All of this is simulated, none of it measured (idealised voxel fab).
The following process module bears the name voxel self aligned vias.
cross-section cut | 215 nm wide | cells 5 nm
Throughout this document, each cross-section is represented as a grid of square cells and is presented as a sequence of bands enumerated from the top downward, where a band comprises one or more rows of cells.
Within each band entry, the heights of the top and of the bottom of the band appear first, in that order and in nm; the materials of the band then follow from left to right, each with its corresponding width in nm. The designation "edge to edge" on a single material indicates that it fills the band from edge to edge; the designation "empty" indicates empty space.
Zero point of the height axis is 0; under it, received wafer = one material. Lowest band: continues down indefinitely, "0 nm and below".
The two numbers in a width such as "30..40" mark its ends across the band: the first belongs to the top row of cells, the second to the bottom row, and from each row to the next the width moves by the same amount.
"remains unaltered" after a step means that no cell of the cross-section changed.
Listed in "Closed void inventory": every empty space of 8 or more cells without an open way to the top. Form: width x height at distance, the distance being from the left edge, all in nm.
Past the settings on a step's line: simulator remark, on that step.
The setting "overlay nm" may be written on the line of a step. When the step uses a mask, the value reports how far to the right of the planned place the mask lay, and a negative value reports that it lay to the left.
**plan**
step 1: RECEIVE with material Si
step 2: CONFORMAL_DEP with material SiO2, thk nm 15
step 3: CONFORMAL_DEP with material SiCN, thk nm 5
step 4: DIRECTIONAL_DEP with material lowk, thk nm 30
step 5: PATTERN with tone open, mask id LINES, material resist, width nm 30, pitch nm 70, thk nm 15, overlay nm 0
step 6: DIRECTIONAL_ETCH with etch materials lowk, depth nm 30
step 7: STRIP with etch materials resist
step 8: CONFORMAL_DEP with material TiN, thk nm 5
step 9: FILL_DEP with material W, thk nm 10
step 10: CMP with height nm 50
step 11: SELECTIVE_ETCH with etch materials W Ru TiN, depth nm 5
step 12: FILL_DEP with material SiN, thk nm 5
step 13: CMP with height nm 50
step 14: DIRECTIONAL_DEP with material lowk, thk nm 15
step 15: MASKED_ETCH with tone open, mask id VIAS, width nm 50, pitch nm 70, etch materials lowk, depth nm 15, overlay nm 0
step 16: MASKED_ETCH with tone open, mask id VIAS, width nm 50, pitch nm 70, etch materials SiN, depth nm 5, overlay nm 0
step 17: CONFORMAL_DEP with material TiN, thk nm 5
step 18: FILL_DEP with material W, thk nm 5
step 19: CMP with height nm 65
step 20: CONFORMAL_DEP with material SiCN, thk nm 5
**The first of two wafers, run as planned**
**Cross-sectional view of the wafer in its as-received condition, corresponding to the state after step 1**
	0 nm and below | Si edge to edge
	Closed void inventory: none
**How the wafer stands in section after step 2**
	15 nm to 0 nm | SiO2 edge to edge
	Unchanged below 0.
**How the wafer stands in section after step 3**
	20 nm to 15 nm | SiCN edge to edge
	Unchanged below 15.
**How the wafer stands in section after step 4**
	50 nm to 20 nm | lowk edge to edge
	Unchanged below 20.
**How the wafer stands in section after step 5**
	65 nm to 50 nm | resist 55 | empty 30 | resist 40 | empty 30 | resist 60
	Unchanged below 50.
**How the wafer stands in section after step 6**
	65 nm to 50 nm | resist 55 | empty 30 | resist 40 | empty 30 | resist 60
	50 nm to 20 nm | lowk 55 | empty 30 | lowk 40 | empty 30 | lowk 60
	Unchanged below 20.
**How the wafer stands in section after step 7**
	50 nm to 20 nm | lowk 55 | empty 30 | lowk 40 | empty 30 | lowk 60
	Unchanged below 20.
**How the wafer stands in section after step 8**
	55 nm to 50 nm | TiN 60 | empty 20 | TiN 50 | empty 20 | TiN 65
	50 nm to 25 nm | lowk 55 | TiN 5 | empty 20 | TiN 5 | lowk 40 | TiN 5 | empty 20 | TiN 5 | lowk 60
	25 nm to 20 nm | lowk 55 | TiN 30 | lowk 40 | TiN 30 | lowk 60
	Unchanged below 20.
**How the wafer stands in section after step 9**
	65 nm to 55 nm | W edge to edge
	55 nm to 50 nm | TiN 60 | W 20 | TiN 50 | W 20 | TiN 65
	50 nm to 25 nm | lowk 55 | TiN 5 | W 20 | TiN 5 | lowk 40 | TiN 5 | W 20 | TiN 5 | lowk 60
	Unchanged below 25.
**How the wafer stands in section after step 10**
	50 nm to 25 nm | lowk 55 | TiN 5 | W 20 | TiN 5 | lowk 40 | TiN 5 | W 20 | TiN 5 | lowk 60
	Unchanged below 25.
**How the wafer stands in section after step 11**
	50 nm to 45 nm | lowk 55 | empty 30 | lowk 40 | empty 30 | lowk 60
	Unchanged below 45.
**How the wafer stands in section after step 12**
	55 nm to 50 nm | SiN edge to edge
	50 nm to 45 nm | lowk 55 | SiN 30 | lowk 40 | SiN 30 | lowk 60
	Unchanged below 45.
**How the wafer stands in section after step 13**
	50 nm to 45 nm | lowk 55 | SiN 30 | lowk 40 | SiN 30 | lowk 60
	Unchanged below 45.
**How the wafer stands in section after step 14**
	65 nm to 50 nm | lowk edge to edge
	Unchanged below 50.
**How the wafer stands in section after step 15**
	65 nm to 50 nm | lowk 45 | empty 50 | lowk 20 | empty 50 | lowk 50
	Unchanged below 50.
**How the wafer stands in section after step 16**
	65 nm to 50 nm | lowk 45 | empty 50 | lowk 20 | empty 50 | lowk 50
	50 nm to 45 nm | lowk 55 | empty 30 | lowk 40 | empty 30 | lowk 60
	Unchanged below 45.
**How the wafer stands in section after step 17**
	70 nm to 65 nm | TiN 50 | empty 40 | TiN 30 | empty 40 | TiN 55
	65 nm to 55 nm | lowk 45 | TiN 5 | empty 40 | TiN 5 | lowk 20 | TiN 5 | empty 40 | TiN 5 | lowk 50
	55 nm to 50 nm | lowk 45 | TiN 15 | empty 20 | TiN 15 | lowk 20 | TiN 15 | empty 20 | TiN 15 | lowk 50
	50 nm to 45 nm | lowk 55 | TiN 30 | lowk 40 | TiN 30 | lowk 60
	Unchanged below 45.
**How the wafer stands in section after step 18**
	75 nm to 70 nm | W edge to edge
	70 nm to 65 nm | TiN 50 | W 40 | TiN 30 | W 40 | TiN 55
	65 nm to 55 nm | lowk 45 | TiN 5 | W 40 | TiN 5 | lowk 20 | TiN 5 | W 40 | TiN 5 | lowk 50
	55 nm to 50 nm | lowk 45 | TiN 15 | W 20 | TiN 15 | lowk 20 | TiN 15 | W 20 | TiN 15 | lowk 50
	Unchanged below 50.
**How the wafer stands in section after step 19**
	65 nm to 55 nm | lowk 45 | TiN 5 | W 40 | TiN 5 | lowk 20 | TiN 5 | W 40 | TiN 5 | lowk 50
	Unchanged below 55.
**How the wafer stands in section after step 20**
	70 nm to 65 nm | SiCN edge to edge
	Unchanged below 65.
**Second of two: same start, same plan, one run error; steps up to and including 2 match the first**
**Planned end of step 3: second wafer, cross-section**
	30 nm to 15 nm | SiCN edge to edge
	Unchanged below 15.
**Planned end of step 4: second wafer, cross-section**
	60 nm to 30 nm | lowk edge to edge
	Unchanged below 30.
**Planned end of step 5: second wafer, cross-section**
	75 nm to 60 nm | resist 55 | empty 30 | resist 40 | empty 30 | resist 60
	Unchanged below 60.
**Planned end of step 6: second wafer, cross-section**
	75 nm to 60 nm | resist 55 | empty 30 | resist 40 | empty 30 | resist 60
	60 nm to 30 nm | lowk 55 | empty 30 | lowk 40 | empty 30 | lowk 60
	Unchanged below 30.
**Planned end of step 7: second wafer, cross-section**
	60 nm to 30 nm | lowk 55 | empty 30 | lowk 40 | empty 30 | lowk 60
	Unchanged below 30.
**Planned end of step 8: second wafer, cross-section**
	65 nm to 60 nm | TiN 60 | empty 20 | TiN 50 | empty 20 | TiN 65
	60 nm to 35 nm | lowk 55 | TiN 5 | empty 20 | TiN 5 | lowk 40 | TiN 5 | empty 20 | TiN 5 | lowk 60
	35 nm to 30 nm | lowk 55 | TiN 30 | lowk 40 | TiN 30 | lowk 60
	Unchanged below 30.
**Planned end of step 9: second wafer, cross-section**
	75 nm to 65 nm | W edge to edge
	65 nm to 60 nm | TiN 60 | W 20 | TiN 50 | W 20 | TiN 65
	60 nm to 35 nm | lowk 55 | TiN 5 | W 20 | TiN 5 | lowk 40 | TiN 5 | W 20 | TiN 5 | lowk 60
	Unchanged below 35.
**Planned end of step 10: second wafer, cross-section**
	50 nm to 35 nm | lowk 55 | TiN 5 | W 20 | TiN 5 | lowk 40 | TiN 5 | W 20 | TiN 5 | lowk 60
	Unchanged below 35.
**Planned end of step 11: second wafer, cross-section**
	50 nm to 45 nm | lowk 55 | empty 30 | lowk 40 | empty 30 | lowk 60
	Unchanged below 45.
**Planned end of step 12: second wafer, cross-section**
	55 nm to 50 nm | SiN edge to edge
	50 nm to 45 nm | lowk 55 | SiN 30 | lowk 40 | SiN 30 | lowk 60
	Unchanged below 45.
**Planned end of step 13: second wafer, cross-section**
	50 nm to 45 nm | lowk 55 | SiN 30 | lowk 40 | SiN 30 | lowk 60
	Unchanged below 45.
**Planned end of step 14: second wafer, cross-section**
	65 nm to 50 nm | lowk edge to edge
	Unchanged below 50.
**Planned end of step 15: second wafer, cross-section**
	65 nm to 50 nm | lowk 45 | empty 50 | lowk 20 | empty 50 | lowk 50
	Unchanged below 50.
**Planned end of step 16: second wafer, cross-section**
	65 nm to 50 nm | lowk 45 | empty 50 | lowk 20 | empty 50 | lowk 50
	50 nm to 45 nm | lowk 55 | empty 30 | lowk 40 | empty 30 | lowk 60
	Unchanged below 45.
**Planned end of step 17: second wafer, cross-section**
	70 nm to 65 nm | TiN 50 | empty 40 | TiN 30 | empty 40 | TiN 55
	65 nm to 55 nm | lowk 45 | TiN 5 | empty 40 | TiN 5 | lowk 20 | TiN 5 | empty 40 | TiN 5 | lowk 50
	55 nm to 50 nm | lowk 45 | TiN 15 | empty 20 | TiN 15 | lowk 20 | TiN 15 | empty 20 | TiN 15 | lowk 50
	50 nm to 45 nm | lowk 55 | TiN 30 | lowk 40 | TiN 30 | lowk 60
	Unchanged below 45.
**Planned end of step 18: second wafer, cross-section**
	75 nm to 70 nm | W edge to edge
	70 nm to 65 nm | TiN 50 | W 40 | TiN 30 | W 40 | TiN 55
	65 nm to 55 nm | lowk 45 | TiN 5 | W 40 | TiN 5 | lowk 20 | TiN 5 | W 40 | TiN 5 | lowk 50
	55 nm to 50 nm | lowk 45 | TiN 15 | W 20 | TiN 15 | lowk 20 | TiN 15 | W 20 | TiN 15 | lowk 50
	Unchanged below 50.
**Planned end of step 19: second wafer, cross-section**
	65 nm to 55 nm | lowk 45 | TiN 5 | W 40 | TiN 5 | lowk 20 | TiN 5 | W 40 | TiN 5 | lowk 50
	Unchanged below 55.
**Planned end of step 20: second wafer, cross-section**
	70 nm to 65 nm | SiCN edge to edge
	Unchanged below 65.
What went wrong in running the wafer? step 3 did not use the planned setting and instead ran as CONFORMAL_DEP with material SiCN, thk nm 15
At the finish, the second wafer shows more or fewer cells for some materials than the first does: SiCN +86, TiN -8, W -16, lowk -62
